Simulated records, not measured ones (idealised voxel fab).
The following is a process module called voxel spacer lines.
Section cut is 285 nm wide and gridded with 5 nm square cells.
Heads up, the way a cross-section reads in here is a grid of square cells, handed over as bands from the top down, with every band being one or more rows of cells.
Within each band entry, the heights of the top and of the bottom of the band appear first, in that order and in nm; the materials of the band then follow from left to right, each with its corresponding width in nm. The designation "everywhere" on a single material indicates that it fills the band from edge to edge; the designation "air" indicates empty space.
Height reference: 0 = level under which incoming wafer is all one material. Lowest band: no bottom, runs on downward, e.g. "0 and below".
Think of "30->40" as a width that walks from the first number to the second as you go down the band, top row to bottom row, taking equal-sized steps from row to row.
The cross-section has no changed cell in any step marked "nothing altered".
You'll see "Enclosed void list" listing empty spaces that have no way open to the top, as long as they're 8 cells or more; the notation is width x height at distance, where the distance is from the left edge, and all of it is in nm.
Whatever follows a step's settings on its line is a remark the simulator itself makes about that step.
"overlay nm" on a masked step: distance the mask lay right of its planned place, negative for left.
### Set out below are the planned steps of the process
step 1: RECEIVE [material Si]
step 2: CONFORMAL_DEP [material Al2O3] [thk nm 10]
step 3: DIRECTIONAL_DEP [material W] [thk nm 10]
step 4: DIRECTIONAL_DEP [material polySi] [thk nm 30]
step 5: PATTERN [tone cover] [mask id MANDREL] [material resist] [width nm 20] [pitch nm 60] [thk nm 40] [overlay nm 0]
step 6: DIRECTIONAL_ETCH [etch materials polySi] [depth nm 30]
step 7: STRIP [etch materials resist]
step 8: CONFORMAL_DEP [material SiO2] [thk nm 10]
step 9: DIRECTIONAL_ETCH [etch materials SiO2] [depth nm 10]
step 10: STRIP [etch materials polySi]
step 11: DIRECTIONAL_ETCH [etch materials W] [depth nm 10]
step 12: STRIP [etch materials SiO2]
### So this is the incoming wafer in cross-section - it's already been through step 1
0 and below  Si everywhere
Enclosed void list: none
### Post-module cross-section of the first of two wafers (run per plan)
20 down to 10  air: 90  W: 10  air: 20  W: 10  air: 20  W: 10  air: 20  W: 10  air: 95
10 down to 0  Al2O3 everywhere
0 and below  Si everywhere
Enclosed void list: none
### Presented here is a cross-section of the second of the two wafers as it stood at the end of the module. It was started in the same manner and assigned the same plan as the first wafer; however, one mistake was made in its execution
50 down to 20  Al2O3 everywhere
20 down to 10  W everywhere
10 down to 0  Al2O3 everywhere
0 and below  Si everywhere
Enclosed void list: none
Deviation noted in wafer processing: step 4 off recipe, ran as DIRECTIONAL_DEP [material Al2O3] [thk nm 30]
It is noted that, at the conclusion of processing, the second wafer exhibits a higher or lower cell count for certain materials relative to the first: +342 Al2O3, +98 W
